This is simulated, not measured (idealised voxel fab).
Presented below is a process module, voxel transistor to metal.
For reference, the cross-section in this document is cut, with width 165 nm and square cells of 5 nm.
For the purposes of this document, a cross-section shall be understood as a grid of square cells, specified as bands listed in top-to-bottom order, each band consisting of one or more rows of cells. Per band: top height and bottom height in nm, followed by the left-to-right materials and their widths in nm; "edge to edge" marks a single material spanning edge to edge, "empty" marks empty space. A quick word on heights: they are counted from 0, and under that level the wafer as it came to us is one material throughout. The lowest band is different from the rest in having no bottom; it simply continues downward, written as in "from 0 down". Width: "30 to 40" (first number = top row, second number = bottom row, same change from row to row of cells). You'll sometimes find "left unchanged" written for a step, and that's the way of saying that nowhere in the cross-section did a cell change during that step. "Internal closed voids" lists enclosed empty spaces (at least 8 cells, no open path upward to the top), each as width x height at distance from the left edge, in nm. It should be noted that, on the line of a given step, the content following the step's settings is a remark produced by the simulator itself with respect to that step. overlay nm, on a step with a mask: how far to the right of its planned place the mask lay; to the left if negative.
Listed below are the process steps as planned:
1) RECEIVE,material Si
2) CONFORMAL_DEP,material SiO2,thk nm 5
3) CONFORMAL_DEP,material SiN,thk nm 15
4) DIRECTIONAL_DEP,material aC,thk nm 10
5) PATTERN,tone cover,mask id ACTIVE,material resist,width nm 105,thk nm 30,overlay nm 0
6) DIRECTIONAL_ETCH,etch materials aC,depth nm 10
7) STRIP,etch materials resist
8) DIRECTIONAL_ETCH,etch materials SiN,depth nm 15
9) DIRECTIONAL_ETCH,etch materials SiO2,depth nm 5
10) DIRECTIONAL_ETCH,etch materials Si,depth nm 30
11) STRIP,etch materials aC
12) OXIDIZE,depth nm 5
13) FILL_DEP,material SiO2,thk nm 10
14) CMP,height nm 20
15) SELECTIVE_ETCH,etch materials SiO2,depth nm 10
16) STRIP,etch materials SiN
17) SELECTIVE_ETCH,etch materials SiO2,depth nm 5
18) OXIDIZE,depth nm 5
19) DIRECTIONAL_DEP,material polySi,thk nm 20
20) DIRECTIONAL_DEP,material SiCN,thk nm 10
21) PATTERN,tone cover,mask id GATE,material resist,width nm 35,thk nm 20,overlay nm 0
22) DIRECTIONAL_ETCH,etch materials SiCN,depth nm 20
23) DIRECTIONAL_ETCH,etch materials polySi,depth nm 30
24) STRIP,etch materials resist
25) CONFORMAL_DEP,material SiO2,thk nm 5
26) DIRECTIONAL_ETCH,etch materials SiO2,depth nm 5
27) CONFORMAL_DEP,material SiN,thk nm 10
28) DIRECTIONAL_ETCH,etch materials SiN,depth nm 10
29) DIRECTIONAL_ETCH,etch materials SiO2,depth nm 5
30) DIRECTIONAL_ETCH,etch materials Si,depth nm 5
31) EPI,material pSi,thk nm 5
32) FILL_DEP,material SiO2,thk nm 10
33) CMP,height nm 20
34) STRIP,etch materials polySi
35) SELECTIVE_ETCH,etch materials SiO2,depth nm 5
36) CONFORMAL_DEP,material HfO2,thk nm 5
37) CONFORMAL_DEP,material TiN,thk nm 5
38) FILL_DEP,material W,thk nm 10
39) CMP,height nm 15
40) DIRECTIONAL_DEP,material SiO2,thk nm 15
41) DIRECTIONAL_DEP,material aC,thk nm 10
42) PATTERN,tone open,mask id CONTACT,material resist,width nm 15,pitch nm 80,thk nm 30,overlay nm 0
43) DIRECTIONAL_ETCH,etch materials aC,depth nm 10
44) STRIP,etch materials resist
45) DIRECTIONAL_ETCH,etch materials SiO2,depth nm 30
46) STRIP,etch materials aC
47) CONFORMAL_DEP,material TiN,thk nm 5
48) FILL_DEP,material Ru,thk nm 5
49) CMP,height nm 30
50) DIRECTIONAL_DEP,material TiN,thk nm 5
51) DIRECTIONAL_DEP,material Ru,thk nm 20
52) MASKED_ETCH,tone cover,mask id METAL_1,width nm 15,pitch nm 80,etch materials Ru,depth nm 20,overlay nm 0
53) MASKED_ETCH,tone cover,mask id METAL_1,width nm 15,pitch nm 80,etch materials TiN,depth nm 5,overlay nm 0
54) CONFORMAL_DEP,material SiN,thk nm 5
55) FILL_DEP,material lowk,thk nm 10
56) CMP,height nm 55
57) CONFORMAL_DEP,material SiCN,thk nm 5
58) DIRECTIONAL_DEP,material SiO2,thk nm 25
59) DIRECTIONAL_DEP,material aC,thk nm 10
60) PATTERN,tone open,mask id METAL_2,material resist,width nm 15,pitch nm 80,thk nm 25,overlay nm 0
61) DIRECTIONAL_ETCH,etch materials aC,depth nm 10
62) STRIP,etch materials resist
63) DIRECTIONAL_ETCH,etch materials SiO2,depth nm 15
64) STRIP,etch materials aC
65) MASKED_ETCH,tone open,mask id METAL_2_HOLES,width nm 15,pitch nm 80,etch materials SiO2,depth nm 10,overlay nm 0
66) MASKED_ETCH,tone open,mask id METAL_2_HOLES,width nm 15,pitch nm 80,etch materials SiCN,depth nm 5,overlay nm 0
67) CONFORMAL_DEP,material TiN,thk nm 5
68) FILL_DEP,material Cu,thk nm 10
69) CMP,height nm 85
70) CONFORMAL_DEP,material SiN,thk nm 5
Cross-section of the wafer upon arrival, representing the state reached after step 1:
  from 0 down = Si edge to edge
  Internal closed voids: none
End-of-module cross-section of the first of two wafers, processed as planned:
  from 90 to 85 = SiN edge to edge
  from 85 to 60 = SiO2 (35); TiN (5); Cu (5); TiN (5); SiO2 (65); TiN (5); Cu (5); TiN (5); SiO2 (35)
  from 60 to 55 = SiCN (35); TiN (15); SiCN (65); TiN (15); SiCN (35)
  from 55 to 35 = lowk (30); SiN (5); Ru (15); SiN (5); lowk (55); SiN (5); Ru (15); SiN (5); lowk (30)
  from 35 to 30 = SiN (35); TiN (15); SiN (65); TiN (15); SiN (35)
  from 30 to 15 = SiO2 (35); TiN (5); Ru (5); TiN (5); SiO2 (65); TiN (5); Ru (5); TiN (5); SiO2 (35)
  from 15 to 10 = SiO2 (35); TiN (5); Ru (5); TiN (5); SiN (10); HfO2 (5); TiN (5); W (25); TiN (5); HfO2 (5); SiN (10); TiN (5); Ru (5); TiN (5); SiO2 (35)
  from 10 to 5 = SiO2 (35); TiN (15); SiN (10); HfO2 (5); TiN (5); W (25); TiN (5); HfO2 (5); SiN (10); TiN (15); SiO2 (35)
  from 5 to 0 = SiO2 (30); SiN (10); TiN (10); SiN (10); HfO2 (5); TiN (35); HfO2 (5); SiN (10); TiN (10); SiN (10); SiO2 (30)
  from 0 to -5 = SiO2 (40); pSi (10); SiO2 (10); HfO2 (45); SiO2 (10); pSi (10); SiO2 (40)
  from -5 to -10 = SiO2 (35); Si (5); pSi (10); Si (65); pSi (10); Si (5); SiO2 (35)
  from -10 to -35 = SiO2 (35); Si (95); SiO2 (35)
  from -35 down = Si edge to edge
  Internal closed voids: none
Presented here is a cross-section of the second of the two wafers as it stood at the end of the module. It was started in the same manner and assigned the same plan as the first wafer; however, one mistake was made in its execution:
  from 90 to 85 = SiN edge to edge
  from 85 to 60 = SiO2 (35); TiN (5); Cu (5); TiN (5); SiO2 (65); TiN (5); Cu (5); TiN (5); SiO2 (35)
  from 60 to 55 = SiCN (35); TiN (15); SiCN (65); TiN (15); SiCN (35)
  from 55 to 35 = lowk (30); SiN (5); Ru (15); SiN (5); lowk (55); SiN (5); Ru (15); SiN (5); lowk (30)
  from 35 to 30 = SiN (35); TiN (15); SiN (65); TiN (15); SiN (35)
  from 30 to 15 = SiO2 (35); TiN (5); Ru (5); TiN (5); SiO2 (65); TiN (5); Ru (5); TiN (5); SiO2 (35)
  from 15 to 10 = SiO2 (35); TiN (5); Ru (5); TiN (5); SiN (10); HfO2 (5); TiN (5); W (25); TiN (5); HfO2 (5); SiN (10); TiN (5); Ru (5); TiN (5); SiO2 (35)
  from 10 to 5 = SiO2 (35); TiN (15); SiN (10); HfO2 (5); TiN (35); HfO2 (5); SiN (10); TiN (15); SiO2 (35)
  from 5 to 0 = SiO2 (35); TiN (10); pSi (5); SiO2 (10); HfO2 (45); SiO2 (10); pSi (5); TiN (10); SiO2 (35)
  from 0 to -5 = SiO2 (35); pSi (15); Si (65); pSi (15); SiO2 (35)
  from -5 to -35 = SiO2 (35); Si (95); SiO2 (35)
  from -35 down = Si edge to edge
  Internal closed voids: none
What broke from the plan during processing? steps 16 and 17 run out of order (swapped)
In the final state, the cell counts of the second wafer exceed or fall short of those of the first for the following materials: 2 fewer of HfO2 | 17 more of Si | 8 fewer of SiN | 2 fewer of TiN | 5 fewer of W
